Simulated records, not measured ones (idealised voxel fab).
process module | voxel capacitor over wiring
cross-section cut | 200 nm wide | cells 5 nm
A cross-section is a grid of square cells, given in bands from the top down. A band is one or more rows of cells.
Each band's line starts with the height of the band's top and of its bottom, in nm. Then come its materials from left to right, each with its width in nm. One material with "throughout" fills the band from edge to edge. "air" is empty space.
Height 0 is the level under which the wafer as received is all one material. The lowest band goes on downwards, as in "0 down".
A width such as "30 to 40" changes by the same amount from each row of cells to the next, from the band's top row to its bottom row.
"no change" after a step means that no cell of the cross-section changed.
closed voids: empty space of 8 cells or more with no open way to the top, each as width x height at its distance from the left edge, in nm
after a step's settings: what the simulator itself notes on the step
overlay nm, on a step with a mask: how far to the right of its planned place the mask lay; to the left if negative
plan
1 op RECEIVE | material Si
2 op CONFORMAL_DEP | material SiO2 | thk nm 15
3 op DIRECTIONAL_DEP | material TiN | thk nm 5
4 op DIRECTIONAL_DEP | material Ru | thk nm 25
5 op PATTERN | tone cover | mask id METAL_1 | material resist | width nm 25 | pitch nm 85 | thk nm 20 | overlay nm 0
6 op DIRECTIONAL_ETCH | etch materials Ru | depth nm 25
7 op DIRECTIONAL_ETCH | etch materials TiN | depth nm 5
8 op STRIP | etch materials resist
9 op FILL_DEP | material SiO2 | thk nm 10
10 op CMP | height nm 45
11 op CONFORMAL_DEP | material SiCN | thk nm 5
12 op DIRECTIONAL_DEP | material lowk | thk nm 20
13 op MASKED_ETCH | tone open | mask id PLUG_1 | width nm 15 | etch materials lowk | depth nm 20 | overlay nm 0
14 op MASKED_ETCH | tone open | mask id PLUG_1 | width nm 15 | etch materials SiCN | depth nm 5 | overlay nm 0
15 op EPI | material Ru | thk nm 10
16 op EPI | material Ru | thk nm 10
17 op EPI | material Ru | thk nm 5
18 op DIRECTIONAL_DEP | material TiN | thk nm 10
19 op DIRECTIONAL_DEP | material HfO2 | thk nm 5
20 op DIRECTIONAL_DEP | material TiN | thk nm 10
21 op DIRECTIONAL_DEP | material aC | thk nm 10
22 op PATTERN | tone cover | mask id UPPER_PLATE | material resist | width nm 65 | thk nm 30 | overlay nm 0
23 op DIRECTIONAL_ETCH | etch materials aC | depth nm 10
24 op STRIP | etch materials resist
25 op DIRECTIONAL_ETCH | etch materials TiN | depth nm 10
26 op DIRECTIONAL_ETCH | etch materials HfO2 | depth nm 5
27 op STRIP | etch materials aC
28 op DIRECTIONAL_DEP | material aC | thk nm 15
29 op PATTERN | tone cover | mask id LOWER_PLATE | material resist | width nm 75 | thk nm 35 | overlay nm -15
30 op DIRECTIONAL_ETCH | etch materials aC | depth nm 15
31 op STRIP | etch materials resist
32 op DIRECTIONAL_ETCH | etch materials TiN | depth nm 10
33 op STRIP | etch materials aC
34 op FILL_DEP | material SiO2 | thk nm 20
35 op CMP | height nm 110
36 op PATTERN | tone open | mask id PLUG_2 | material resist | width nm 15 | thk nm 15 | overlay nm 0
37 op DIRECTIONAL_ETCH | etch materials SiO2 | depth nm 15
38 op STRIP | etch materials resist
39 op CONFORMAL_DEP | material TiN | thk nm 5
40 op FILL_DEP | material Ru | thk nm 10
41 op CMP | height nm 110
42 op CONFORMAL_DEP | material SiN | thk nm 5
varied across the wafers: overlay nm of step 29. The plan shows the first wafer's value. All wafers start alike
first wafer as received, after step 1
  0 down: Si throughout
  closed voids: none
first wafer at the end, after step 42
  115 to 110: SiN throughout
  110 to 100: SiO2 65 | TiN 5 | Ru 5 | TiN 5 | SiO2 120
  100 to 95: SiO2 65 | TiN 15 | SiO2 120
  95 to 85: SiO2 55 | TiN 55 | SiO2 90
  85 to 80: SiO2 55 | HfO2 65 | SiO2 80
  80 to 70: SiO2 35 | TiN 85 | SiO2 80
  70 to 50: lowk 55 | Ru 15 | lowk 130
  50 to 45: SiCN 55 | Ru 15 | SiCN 130
  45 to 20: SiO2 45 | Ru 25 | SiO2 60 | Ru 25 | SiO2 45
  20 to 15: SiO2 45 | TiN 25 | SiO2 60 | TiN 25 | SiO2 45
  15 to 0: SiO2 throughout
  0 down: Si throughout
  closed voids: none
last wafer at the end
  115 to 110: SiN throughout
  110 to 100: SiO2 65 | TiN 5 | Ru 5 | TiN 5 | SiO2 120
  100 to 95: SiO2 65 | TiN 15 | SiO2 120
  95 to 85: SiO2 65 | TiN 55 | SiO2 80
  85 to 80: SiO2 55 | HfO2 65 | SiO2 80
  80 to 70: SiO2 55 | TiN 85 | SiO2 60
  70 to 50: lowk 55 | Ru 15 | lowk 130
  50 to 45: SiCN 55 | Ru 15 | SiCN 130
  45 to 20: SiO2 45 | Ru 25 | SiO2 60 | Ru 25 | SiO2 45
  20 to 15: SiO2 45 | TiN 25 | SiO2 60 | TiN 25 | SiO2 45
  15 to 0: SiO2 throughout
  0 down: Si throughout
  closed voids: none
each wafer at the end: cells of each material gained (+) or lost (-) since it was received, then its closed voids
overlay nm -15 | +13 HfO2 | +67 Ru | +37 SiCN | +40 SiN | +542 SiO2 | +73 TiN | +148 lowk | closed voids: none
overlay nm -10 | +13 HfO2 | +67 Ru | +37 SiCN | +40 SiN | +542 SiO2 | +73 TiN | +148 lowk | closed voids: none
overlay nm -5 | +13 HfO2 | +67 Ru | +37 SiCN | +40 SiN | +542 SiO2 | +73 TiN | +148 lowk | closed voids: none
overlay nm 0 | +13 HfO2 | +67 Ru | +37 SiCN | +40 SiN | +542 SiO2 | +73 TiN | +148 lowk | closed voids: none
overlay nm 5 | +13 HfO2 | +67 Ru | +37 SiCN | +40 SiN | +542 SiO2 | +73 TiN | +148 lowk | closed voids: none
overlay nm 10 | +13 HfO2 | +67 Ru | +37 SiCN | +40 SiN | +542 SiO2 | +73 TiN | +148 lowk | closed voids: none
overlay nm 15 | +13 HfO2 | +67 Ru | +37 SiCN | +40 SiN | +542 SiO2 | +73 TiN | +148 lowk | closed voids: none
